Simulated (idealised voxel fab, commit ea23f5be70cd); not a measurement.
Process module heading - voxel air gaps
FYI the section here is cut, 175 nm wide, cells are 5 nm squares.
In this document a cross-section is written as a grid of square cells. It is given as a series of bands, listed from the top down, and a band is one or more rows of cells. The entry gives the band's vertical extent as a top height and a bottom height in nm, then its horizontal make-up as materials from left to right, each with a width in nm. "air" stands for empty space; a single material marked "all across" fills the band edge to edge. Heights from 0 (as-received wafer is one material below). Bottom band endless downward, as "0..down". Note: "30->40" means the width goes from the first number (top row of the band) to the second number (bottom row) in equal steps per row of cells. "nothing was modified", as given for a step, is the statement that not any cell of the cross-section underwent a change during that step. Any empty space of 8 cells or more lacking an open way to the top shows up in "Voids, enclosed" as width x height at distance, distance from the left edge, in nm. Step line, after settings: the simulator's comment on this step. Each step line may optionally specify "overlay nm", which for a step with a mask gives the rightward distance between the mask's planned place and where it lay, a negative value indicating the leftward direction.

## Below is the list of planned process steps
1) RECEIVE | material Si
2) CONFORMAL_DEP | material SiO2 | thk nm 10
3) CONFORMAL_DEP | material SiCN | thk nm 5
4) DIRECTIONAL_DEP | material lowk | thk nm 40
5) DIRECTIONAL_DEP | material aC | thk nm 15
6) PATTERN | tone open | mask id LINES | material resist | width nm 15 | pitch nm 40 | thk nm 30 | overlay nm 0
7) DIRECTIONAL_ETCH | etch materials aC | depth nm 15
8) STRIP | etch materials resist
9) DIRECTIONAL_ETCH | etch materials lowk | depth nm 40
10) STRIP | etch materials aC
11) CONFORMAL_DEP | material TiN | thk nm 5
12) FILL_DEP | material W | thk nm 5
13) CMP | height nm 55
14) EPI | material Ru | thk nm 10
15) SELECTIVE_ETCH | etch materials lowk | depth nm 50
16) CONFORMAL_DEP | material SiCN | thk nm 5

## Cross-section, incoming material, after step 1
* 0..down  Si all across
* Voids, enclosed: none

## The cross-section shown corresponds to the wafer at the conclusion of the module. The initial structure and the process plan are those presented above; however, one mistake occurred in executing the plan
* 70..65  air 5 nm, SiCN 165 nm, air 5 nm
* 65..55  air 5 nm, SiCN 5 nm, Ru 35 nm, SiCN 5 nm, Ru 35 nm, SiCN 5 nm, Ru 35 nm, SiCN 5 nm, Ru 35 nm, SiCN 5 nm, air 5 nm
* 55..50  air 5 nm, SiCN 15 nm, TiN 5 nm, W 5 nm, TiN 5 nm, SiCN 25 nm, TiN 5 nm, W 5 nm, TiN 5 nm, SiCN 25 nm, TiN 5 nm, W 5 nm, TiN 5 nm, SiCN 25 nm, TiN 5 nm, W 5 nm, TiN 5 nm, SiCN 15 nm, air 5 nm
* 50..30  air 15 nm, SiCN 5 nm, TiN 5 nm, W 5 nm, TiN 5 nm, SiCN 5 nm, air 15 nm, SiCN 5 nm, TiN 5 nm, W 5 nm, TiN 5 nm, SiCN 5 nm, air 15 nm, SiCN 5 nm, TiN 5 nm, W 5 nm, TiN 5 nm, SiCN 5 nm, air 15 nm, SiCN 5 nm, TiN 5 nm, W 5 nm, TiN 5 nm, SiCN 5 nm, air 15 nm
* 30..25  SiCN 20 nm, TiN 15 nm, SiCN 25 nm, TiN 15 nm, SiCN 25 nm, TiN 15 nm, SiCN 25 nm, TiN 15 nm, SiCN 20 nm
* 25..10  SiCN all across
* 10..0  SiO2 all across
* 0..down  Si all across
* Voids, enclosed: 15 x 20 at 40; 15 x 20 at 80; 15 x 20 at 120
Nonconformance to the process plan: step 3 did not happen as planned, as run it was CONFORMAL_DEP | material SiCN | thk nm 15
